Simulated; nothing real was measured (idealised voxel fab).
Name of the process module below: voxel wiring stack
Xsec cut, 240 nm wide, square cell size 5 nm.
If you're reading a cross-section in this doc, picture square cells in a grid; it comes to you as bands, top ones listed first down to the bottom, and a band can be one or more rows of cells.
Top, bottom (nm), then materials left to right with widths (nm); lone material tagged "everywhere" fills the whole band edge to edge; "blank" = empty space.
A quick word on heights: they are counted from 0, and under that level the wafer as it came to us is one material throughout. The lowest band is different from the rest in having no bottom; it simply continues downward, written as in "top 0, no bottom".
It should be noted that a width expressed as "30 to 40" varies in equal increments from row to row of cells within the band, taking the value of the first number at the top row and that of the second number at the bottom row.
The designation "nothing got changed", where it is given for a processing step, indicates that no cell of the cross-section was altered in the course of that step.
Empty spaces without an open route to the top, at least 8 cells in extent, make up the entry "Sealed internal cavities"; each is given as width x height at distance, where the distance is measured from the left edge, and all are in nm.
What comes after the settings on a step's line is commentary from the simulator itself on that step.
What "overlay nm" on a step's line means: if the step has a mask, that mask lay this far to the right of its planned place, or, when the value is negative, to the left.

Process steps foreseen in the plan:
1 RECEIVE (material Si)
2 CONFORMAL_DEP (material SiO2; thk nm 10)
3 DIRECTIONAL_DEP (material TiN; thk nm 5)
4 DIRECTIONAL_DEP (material Ru; thk nm 15)
5 PATTERN (tone cover; mask id METAL_1; material resist; width nm 25; pitch nm 40; thk nm 15; overlay nm 0)
6 DIRECTIONAL_ETCH (etch materials Ru; depth nm 15)
7 DIRECTIONAL_ETCH (etch materials TiN; depth nm 5)
8 STRIP (etch materials resist)
9 CONFORMAL_DEP (material SiN; thk nm 5)
10 FILL_DEP (material SiO2; thk nm 10)
11 CMP (height nm 30)
12 CONFORMAL_DEP (material SiCN; thk nm 5)
13 DIRECTIONAL_DEP (material SiO2; thk nm 35)
14 MASKED_ETCH (tone open; mask id METAL_2; width nm 25; pitch nm 40; etch materials SiO2; depth nm 20; overlay nm 0)
15 DIRECTIONAL_DEP (material aC; thk nm 15)
16 PATTERN (tone open; mask id METAL_2_HOLES; material resist; width nm 15; pitch nm 40; thk nm 30; overlay nm 0)
17 DIRECTIONAL_ETCH (etch materials aC; depth nm 15)
18 STRIP (etch materials resist)
19 DIRECTIONAL_ETCH (etch materials SiO2; depth nm 15)
20 DIRECTIONAL_ETCH (etch materials SiCN; depth nm 5)
21 STRIP (etch materials aC)
22 CONFORMAL_DEP (material TiN; thk nm 5)
23 FILL_DEP (material Cu; thk nm 10)
24 CMP (height nm 70)
25 CONFORMAL_DEP (material SiCN; thk nm 5)
26 DIRECTIONAL_DEP (material lowk; thk nm 20)
27 PATTERN (tone open; mask id PLUG_2; material resist; width nm 15; pitch nm 80; thk nm 20; overlay nm 0)
28 DIRECTIONAL_ETCH (etch materials lowk; depth nm 20)
29 DIRECTIONAL_ETCH (etch materials SiCN; depth nm 5)
30 STRIP (etch materials resist)
31 EPI (material Ru; thk nm 10)
32 EPI (material Ru; thk nm 10)
33 EPI (material Ru; thk nm 5)
34 DIRECTIONAL_DEP (material TiN; thk nm 5)
35 DIRECTIONAL_DEP (material W; thk nm 15)
36 PATTERN (tone cover; mask id METAL_3; material resist; width nm 25; pitch nm 40; thk nm 20; overlay nm 0)
37 DIRECTIONAL_ETCH (etch materials W; depth nm 15)
38 DIRECTIONAL_ETCH (etch materials TiN; depth nm 5)
39 STRIP (etch materials resist)
40 CONFORMAL_DEP (material SiCN; thk nm 5)
41 FILL_DEP (material SiO2; thk nm 10)
42 CMP (height nm 115)
43 CONFORMAL_DEP (material SiCN; thk nm 5)

First of the two wafers, run per plan:

Wafer at receipt (post step 1), cross-section:
top 0, no bottom: Si everywhere
Sealed internal cavities: none

State of the wafer after step 2, shown in cross-section:
top 10, bottom 0: SiO2 everywhere
Heights below 0 show no change.

State of the wafer after step 3, shown in cross-section:
top 15, bottom 10: TiN everywhere
Heights below 10 show no change.

State of the wafer after step 4, shown in cross-section:
top 30, bottom 15: Ru everywhere
Heights below 15 show no change.

State of the wafer after step 5, shown in cross-section:
top 45, bottom 30: blank 45  resist 25  blank 15  resist 25  blank 15  resist 25  blank 15  resist 25  blank 50
Heights below 30 show no change.

State of the wafer after step 6, shown in cross-section:
top 45, bottom 30: blank 45  resist 25  blank 15  resist 25  blank 15  resist 25  blank 15  resist 25  blank 50
top 30, bottom 15: blank 45  Ru 25  blank 15  Ru 25  blank 15  Ru 25  blank 15  Ru 25  blank 50
Heights below 15 show no change.

State of the wafer after step 7, shown in cross-section:
top 45, bottom 30: blank 45  resist 25  blank 15  resist 25  blank 15  resist 25  blank 15  resist 25  blank 50
top 30, bottom 15: blank 45  Ru 25  blank 15  Ru 25  blank 15  Ru 25  blank 15  Ru 25  blank 50
top 15, bottom 10: blank 45  TiN 25  blank 15  TiN 25  blank 15  TiN 25  blank 15  TiN 25  blank 50
Heights below 10 show no change.

State of the wafer after step 8, shown in cross-section:
top 30, bottom 15: blank 45  Ru 25  blank 15  Ru 25  blank 15  Ru 25  blank 15  Ru 25  blank 50
Heights below 15 show no change.

State of the wafer after step 9, shown in cross-section:
top 35, bottom 30: blank 40  SiN 35  blank 5  SiN 35  blank 5  SiN 35  blank 5  SiN 35  blank 45
top 30, bottom 15: blank 40  SiN 5  Ru 25  SiN 5  blank 5  SiN 5  Ru 25  SiN 5  blank 5  SiN 5  Ru 25  SiN 5  blank 5  SiN 5  Ru 25  SiN 5  blank 45
top 15, bottom 10: SiN 45  TiN 25  SiN 15  TiN 25  SiN 15  TiN 25  SiN 15  TiN 25  SiN 50
Heights below 10 show no change.

State of the wafer after step 10, shown in cross-section:
top 45, bottom 35: SiO2 everywhere
top 35, bottom 30: SiO2 40  SiN 35  SiO2 5  SiN 35  SiO2 5  SiN 35  SiO2 5  SiN 35  SiO2 45
top 30, bottom 15: SiO2 40  SiN 5  Ru 25  SiN 5  SiO2 5  SiN 5  Ru 25  SiN 5  SiO2 5  SiN 5  Ru 25  SiN 5  SiO2 5  SiN 5  Ru 25  SiN 5  SiO2 45
Heights below 15 show no change.

State of the wafer after step 11, shown in cross-section:
top 30, bottom 15: SiO2 40  SiN 5  Ru 25  SiN 5  SiO2 5  SiN 5  Ru 25  SiN 5  SiO2 5  SiN 5  Ru 25  SiN 5  SiO2 5  SiN 5  Ru 25  SiN 5  SiO2 45
Heights below 15 show no change.

State of the wafer after step 12, shown in cross-section:
top 35, bottom 30: SiCN everywhere
Heights below 30 show no change.

State of the wafer after step 13, shown in cross-section:
top 70, bottom 35: SiO2 everywhere
Heights below 35 show no change.

State of the wafer after step 14, shown in cross-section:
top 70, bottom 50: SiO2 45  blank 25  SiO2 15  blank 25  SiO2 15  blank 25  SiO2 15  blank 25  SiO2 50
Heights below 50 show no change.

State of the wafer after step 15, shown in cross-section:
top 85, bottom 70: aC 45  blank 25  aC 15  blank 25  aC 15  blank 25  aC 15  blank 25  aC 50
top 70, bottom 65: SiO2 45  blank 25  SiO2 15  blank 25  SiO2 15  blank 25  SiO2 15  blank 25  SiO2 50
top 65, bottom 50: SiO2 45  aC 25  SiO2 15  aC 25  SiO2 15  aC 25  SiO2 15  aC 25  SiO2 50
Heights below 50 show no change.

State of the wafer after step 16, shown in cross-section:
top 115, bottom 85: resist 45  blank 15  resist 25  blank 15  resist 25  blank 15  resist 25  blank 15  resist 60
top 85, bottom 70: aC 45  blank 15  resist 10  aC 15  blank 15  resist 10  aC 15  blank 15  resist 10  aC 15  blank 15  resist 10  aC 50
top 70, bottom 65: SiO2 45  blank 15  resist 10  SiO2 15  blank 15  resist 10  SiO2 15  blank 15  resist 10  SiO2 15  blank 15  resist 10  SiO2 50
Heights below 65 show no change.

State of the wafer after step 17, shown in cross-section:
top 100, bottom 85: resist 45  blank 15  resist 25  blank 15  resist 25  blank 15  resist 25  blank 15  resist 60
top 85, bottom 70: aC 45  blank 15  resist 10  aC 15  blank 15  resist 10  aC 15  blank 15  resist 10  aC 15  blank 15  resist 10  aC 50
top 70, bottom 65: SiO2 45  blank 15  resist 10  SiO2 15  blank 15  resist 10  SiO2 15  blank 15  resist 10  SiO2 15  blank 15  resist 10  SiO2 50
top 65, bottom 50: SiO2 45  blank 15  aC 10  SiO2 15  blank 15  aC 10  SiO2 15  blank 15  aC 10  SiO2 15  blank 15  aC 10  SiO2 50
Heights below 50 show no change.

State of the wafer after step 18, shown in cross-section:
top 85, bottom 70: aC 45  blank 25  aC 15  blank 25  aC 15  blank 25  aC 15  blank 25  aC 50
top 70, bottom 65: SiO2 45  blank 25  SiO2 15  blank 25  SiO2 15  blank 25  SiO2 15  blank 25  SiO2 50
Heights below 65 show no change.

State of the wafer after step 19, shown in cross-section:
top 85, bottom 70: aC 45  blank 25  aC 15  blank 25  aC 15  blank 25  aC 15  blank 25  aC 50
top 70, bottom 65: SiO2 45  blank 25  SiO2 15  blank 25  SiO2 15  blank 25  SiO2 15  blank 25  SiO2 50
top 65, bottom 50: SiO2 45  blank 15  aC 10  SiO2 15  blank 15  aC 10  SiO2 15  blank 15  aC 10  SiO2 15  blank 15  aC 10  SiO2 50
top 50, bottom 35: SiO2 45  blank 15  SiO2 25  blank 15  SiO2 25  blank 15  SiO2 25  blank 15  SiO2 60
Heights below 35 show no change.

State of the wafer after step 20, shown in cross-section:
top 85, bottom 70: aC 45  blank 25  aC 15  blank 25  aC 15  blank 25  aC 15  blank 25  aC 50
top 70, bottom 65: SiO2 45  blank 25  SiO2 15  blank 25  SiO2 15  blank 25  SiO2 15  blank 25  SiO2 50
top 65, bottom 50: SiO2 45  blank 15  aC 10  SiO2 15  blank 15  aC 10  SiO2 15  blank 15  aC 10  SiO2 15  blank 15  aC 10  SiO2 50
top 50, bottom 35: SiO2 45  blank 15  SiO2 25  blank 15  SiO2 25  blank 15  SiO2 25  blank 15  SiO2 60
top 35, bottom 30: SiCN 45  blank 15  SiCN 25  blank 15  SiCN 25  blank 15  SiCN 25  blank 15  SiCN 60
Heights below 30 show no change.

State of the wafer after step 21, shown in cross-section:
top 70, bottom 50: SiO2 45  blank 25  SiO2 15  blank 25  SiO2 15  blank 25  SiO2 15  blank 25  SiO2 50
Heights below 50 show no change.

State of the wafer after step 22, shown in cross-section:
top 75, bottom 70: TiN 50  blank 15  TiN 25  blank 15  TiN 25  blank 15  TiN 25  blank 15  TiN 55
top 70, bottom 55: SiO2 45  TiN 5  blank 15  TiN 5  SiO2 15  TiN 5  blank 15  TiN 5  SiO2 15  TiN 5  blank 15  TiN 5  SiO2 15  TiN 5  blank 15  TiN 5  SiO2 50
top 55, bottom 50: SiO2 45  TiN 5  blank 5  TiN 15  SiO2 15  TiN 5  blank 5  TiN 15  SiO2 15  TiN 5  blank 5  TiN 15  SiO2 15  TiN 5  blank 5  TiN 15  SiO2 50
top 50, bottom 35: SiO2 45  TiN 5  blank 5  TiN 5  SiO2 25  TiN 5  blank 5  TiN 5  SiO2 25  TiN 5  blank 5  TiN 5  SiO2 25  TiN 5  blank 5  TiN 5  SiO2 60
top 35, bottom 30: SiCN 45  TiN 15  SiCN 25  TiN 15  SiCN 25  TiN 15  SiCN 25  TiN 15  SiCN 60
Heights below 30 show no change.

State of the wafer after step 23, shown in cross-section:
top 85, bottom 75: Cu everywhere
top 75, bottom 70: TiN 50  Cu 15  TiN 25  Cu 15  TiN 25  Cu 15  TiN 25  Cu 15  TiN 55
top 70, bottom 55: SiO2 45  TiN 5  Cu 15  TiN 5  SiO2 15  TiN 5  Cu 15  TiN 5  SiO2 15  TiN 5  Cu 15  TiN 5  SiO2 15  TiN 5  Cu 15  TiN 5  SiO2 50
top 55, bottom 50: SiO2 45  TiN 5  Cu 5  TiN 15  SiO2 15  TiN 5  Cu 5  TiN 15  SiO2 15  TiN 5  Cu 5  TiN 15  SiO2 15  TiN 5  Cu 5  TiN 15  SiO2 50
top 50, bottom 35: SiO2 45  TiN 5  Cu 5  TiN 5  SiO2 25  TiN 5  Cu 5  TiN 5  SiO2 25  TiN 5  Cu 5  TiN 5  SiO2 25  TiN 5  Cu 5  TiN 5  SiO2 60
Heights below 35 show no change.

State of the wafer after step 24, shown in cross-section:
top 70, bottom 55: SiO2 45  TiN 5  Cu 15  TiN 5  SiO2 15  TiN 5  Cu 15  TiN 5  SiO2 15  TiN 5  Cu 15  TiN 5  SiO2 15  TiN 5  Cu 15  TiN 5  SiO2 50
Heights below 55 show no change.

State of the wafer after step 25, shown in cross-section:
top 75, bottom 70: SiCN everywhere
Heights below 70 show no change.

State of the wafer after step 26, shown in cross-section:
top 95, bottom 75: lowk everywhere
Heights below 75 show no change.

State of the wafer after step 27, shown in cross-section:
top 115, bottom 95: resist 45  blank 15  resist 65  blank 15  resist 100
Heights below 95 show no change.

State of the wafer after step 28, shown in cross-section:
top 115, bottom 95: resist 45  blank 15  resist 65  blank 15  resist 100
top 95, bottom 75: lowk 45  blank 15  lowk 65  blank 15  lowk 100
Heights below 75 show no change.

State of the wafer after step 29, shown in cross-section:
top 115, bottom 95: resist 45  blank 15  resist 65  blank 15  resist 100
top 95, bottom 75: lowk 45  blank 15  lowk 65  blank 15  lowk 100
top 75, bottom 70: SiCN 45  blank 15  SiCN 65  blank 15  SiCN 100
Heights below 70 show no change.

State of the wafer after step 30, shown in cross-section:
top 95, bottom 75: lowk 45  blank 15  lowk 65  blank 15  lowk 100
Heights below 75 show no change.

State of the wafer after step 31, shown in cross-section:
top 95, bottom 80: lowk 45  blank 15  lowk 65  blank 15  lowk 100
top 80, bottom 75: lowk 45  Ru 15  lowk 65  Ru 15  lowk 100
top 75, bottom 70: SiCN 45  Ru 15  SiCN 65  Ru 15  SiCN 100
Heights below 70 show no change.

State of the wafer after step 32, shown in cross-section:
top 95, bottom 90: lowk 45  blank 15  lowk 65  blank 15  lowk 100
top 90, bottom 75: lowk 45  Ru 15  lowk 65  Ru 15  lowk 100
Heights below 75 show no change.

State of the wafer after step 33, shown in cross-section:
top 95, bottom 75: lowk 45  Ru 15  lowk 65  Ru 15  lowk 100
Heights below 75 show no change.

State of the wafer after step 34, shown in cross-section:
top 100, bottom 95: TiN everywhere
Heights below 95 show no change.

State of the wafer after step 35, shown in cross-section:
top 115, bottom 100: W everywhere
Heights below 100 show no change.

State of the wafer after step 36, shown in cross-section:
top 135, bottom 115: blank 45  resist 25  blank 15  resist 25  blank 15  resist 25  blank 15  resist 25  blank 50
Heights below 115 show no change.

State of the wafer after step 37, shown in cross-section:
top 135, bottom 115: blank 45  resist 25  blank 15  resist 25  blank 15  resist 25  blank 15  resist 25  blank 50
top 115, bottom 100: blank 45  W 25  blank 15  W 25  blank 15  W 25  blank 15  W 25  blank 50
Heights below 100 show no change.

State of the wafer after step 38, shown in cross-section:
top 135, bottom 115: blank 45  resist 25  blank 15  resist 25  blank 15  resist 25  blank 15  resist 25  blank 50
top 115, bottom 100: blank 45  W 25  blank 15  W 25  blank 15  W 25  blank 15  W 25  blank 50
top 100, bottom 95: blank 45  TiN 25  blank 15  TiN 25  blank 15  TiN 25  blank 15  TiN 25  blank 50
Heights below 95 show no change.

State of the wafer after step 39, shown in cross-section:
top 115, bottom 100: blank 45  W 25  blank 15  W 25  blank 15  W 25  blank 15  W 25  blank 50
Heights below 100 show no change.

State of the wafer after step 40, shown in cross-section:
top 120, bottom 115: blank 40  SiCN 35  blank 5  SiCN 35  blank 5  SiCN 35  blank 5  SiCN 35  blank 45
top 115, bottom 100: blank 40  SiCN 5  W 25  SiCN 5  blank 5  SiCN 5  W 25  SiCN 5  blank 5  SiCN 5  W 25  SiCN 5  blank 5  SiCN 5  W 25  SiCN 5  blank 45
top 100, bottom 95: SiCN 45  TiN 25  SiCN 15  TiN 25  SiCN 15  TiN 25  SiCN 15  TiN 25  SiCN 50
Heights below 95 show no change.

State of the wafer after step 41, shown in cross-section:
top 130, bottom 120: SiO2 everywhere
top 120, bottom 115: SiO2 40  SiCN 35  SiO2 5  SiCN 35  SiO2 5  SiCN 35  SiO2 5  SiCN 35  SiO2 45
top 115, bottom 100: SiO2 40  SiCN 5  W 25  SiCN 5  SiO2 5  SiCN 5  W 25  SiCN 5  SiO2 5  SiCN 5  W 25  SiCN 5  SiO2 5  SiCN 5  W 25  SiCN 5  SiO2 45
Heights below 100 show no change.

State of the wafer after step 42, shown in cross-section:
top 115, bottom 100: SiO2 40  SiCN 5  W 25  SiCN 5  SiO2 5  SiCN 5  W 25  SiCN 5  SiO2 5  SiCN 5  W 25  SiCN 5  SiO2 5  SiCN 5  W 25  SiCN 5  SiO2 45
Heights below 100 show no change.

State of the wafer after step 43, shown in cross-section:
top 120, bottom 115: SiCN everywhere
Heights below 115 show no change.

The remaining wafer, second of the two, started like the first and was run to the same plan, except that one mistake was made along the way; the two coincide through step 26, inclusive:

Cross-sectional view of the second wafer at the intended end time of process step 27:
top 115, bottom 95: resist 40  blank 25  resist 55  blank 25  resist 95
Heights below 95 show no change.

Cross-sectional view of the second wafer at the intended end time of process step 28:
top 115, bottom 95: resist 40  blank 25  resist 55  blank 25  resist 95
top 95, bottom 75: lowk 40  blank 25  lowk 55  blank 25  lowk 95
Heights below 75 show no change.

Cross-sectional view of the second wafer at the intended end time of process step 29:
top 115, bottom 95: resist 40  blank 25  resist 55  blank 25  resist 95
top 95, bottom 75: lowk 40  blank 25  lowk 55  blank 25  lowk 95
top 75, bottom 70: SiCN 40  blank 25  SiCN 55  blank 25  SiCN 95
Heights below 70 show no change.

Cross-sectional view of the second wafer at the intended end time of process step 30:
top 95, bottom 75: lowk 40  blank 25  lowk 55  blank 25  lowk 95
Heights below 75 show no change.

Cross-sectional view of the second wafer at the intended end time of process step 31:
top 95, bottom 80: lowk 40  blank 25  lowk 55  blank 25  lowk 95
top 80, bottom 75: lowk 40  Ru 25  lowk 55  Ru 25  lowk 95
top 75, bottom 70: SiCN 40  Ru 25  SiCN 55  Ru 25  SiCN 95
Heights below 70 show no change.

Cross-sectional view of the second wafer at the intended end time of process step 32:
top 95, bottom 90: lowk 40  blank 25  lowk 55  blank 25  lowk 95
top 90, bottom 75: lowk 40  Ru 25  lowk 55  Ru 25  lowk 95
Heights below 75 show no change.

Cross-sectional view of the second wafer at the intended end time of process step 33:
top 95, bottom 75: lowk 40  Ru 25  lowk 55  Ru 25  lowk 95
Heights below 75 show no change.

Cross-sectional view of the second wafer at the intended end time of process step 34:
top 100, bottom 95: TiN everywhere
Heights below 95 show no change.

Cross-sectional view of the second wafer at the intended end time of process step 35:
top 115, bottom 100: W everywhere
Heights below 100 show no change.

Cross-sectional view of the second wafer at the intended end time of process step 36:
top 135, bottom 115: blank 45  resist 25  blank 15  resist 25  blank 15  resist 25  blank 15  resist 25  blank 50
Heights below 115 show no change.

Cross-sectional view of the second wafer at the intended end time of process step 37:
top 135, bottom 115: blank 45  resist 25  blank 15  resist 25  blank 15  resist 25  blank 15  resist 25  blank 50
top 115, bottom 100: blank 45  W 25  blank 15  W 25  blank 15  W 25  blank 15  W 25  blank 50
Heights below 100 show no change.

Cross-sectional view of the second wafer at the intended end time of process step 38:
top 135, bottom 115: blank 45  resist 25  blank 15  resist 25  blank 15  resist 25  blank 15  resist 25  blank 50
top 115, bottom 100: blank 45  W 25  blank 15  W 25  blank 15  W 25  blank 15  W 25  blank 50
top 100, bottom 95: blank 45  TiN 25  blank 15  TiN 25  blank 15  TiN 25  blank 15  TiN 25  blank 50
Heights below 95 show no change.

Cross-sectional view of the second wafer at the intended end time of process step 39:
top 115, bottom 100: blank 45  W 25  blank 15  W 25  blank 15  W 25  blank 15  W 25  blank 50
Heights below 100 show no change.

Cross-sectional view of the second wafer at the intended end time of process step 40:
top 120, bottom 115: blank 40  SiCN 35  blank 5  SiCN 35  blank 5  SiCN 35  blank 5  SiCN 35  blank 45
top 115, bottom 100: blank 40  SiCN 5  W 25  SiCN 5  blank 5  SiCN 5  W 25  SiCN 5  blank 5  SiCN 5  W 25  SiCN 5  blank 5  SiCN 5  W 25  SiCN 5  blank 45
top 100, bottom 95: SiCN 45  TiN 25  SiCN 15  TiN 25  SiCN 15  TiN 25  SiCN 15  TiN 25  SiCN 50
Heights below 95 show no change.

Cross-sectional view of the second wafer at the intended end time of process step 41:
top 130, bottom 120: SiO2 everywhere
top 120, bottom 115: SiO2 40  SiCN 35  SiO2 5  SiCN 35  SiO2 5  SiCN 35  SiO2 5  SiCN 35  SiO2 45
top 115, bottom 100: SiO2 40  SiCN 5  W 25  SiCN 5  SiO2 5  SiCN 5  W 25  SiCN 5  SiO2 5  SiCN 5  W 25  SiCN 5  SiO2 5  SiCN 5  W 25  SiCN 5  SiO2 45
Heights below 100 show no change.

Cross-sectional view of the second wafer at the intended end time of process step 42:
top 115, bottom 100: SiO2 40  SiCN 5  W 25  SiCN 5  SiO2 5  SiCN 5  W 25  SiCN 5  SiO2 5  SiCN 5  W 25  SiCN 5  SiO2 5  SiCN 5  W 25  SiCN 5  SiO2 45
Heights below 100 show no change.

Cross-sectional view of the second wafer at the intended end time of process step 43:
top 120, bottom 115: SiCN everywhere
Heights below 115 show no change.
In executing the process, a mistake was made relative to the plan: heads up, step 27 didn't go per plan, it actually ran as PATTERN (tone open; mask id PLUG_2; material resist; width nm 25; pitch nm 80; thk nm 20; overlay nm 0)
Wrapping up, a cell-based count of both wafers puts the second over or under the first for these materials: Ru: 20 more, SiCN: 4 fewer, lowk: 16 fewer
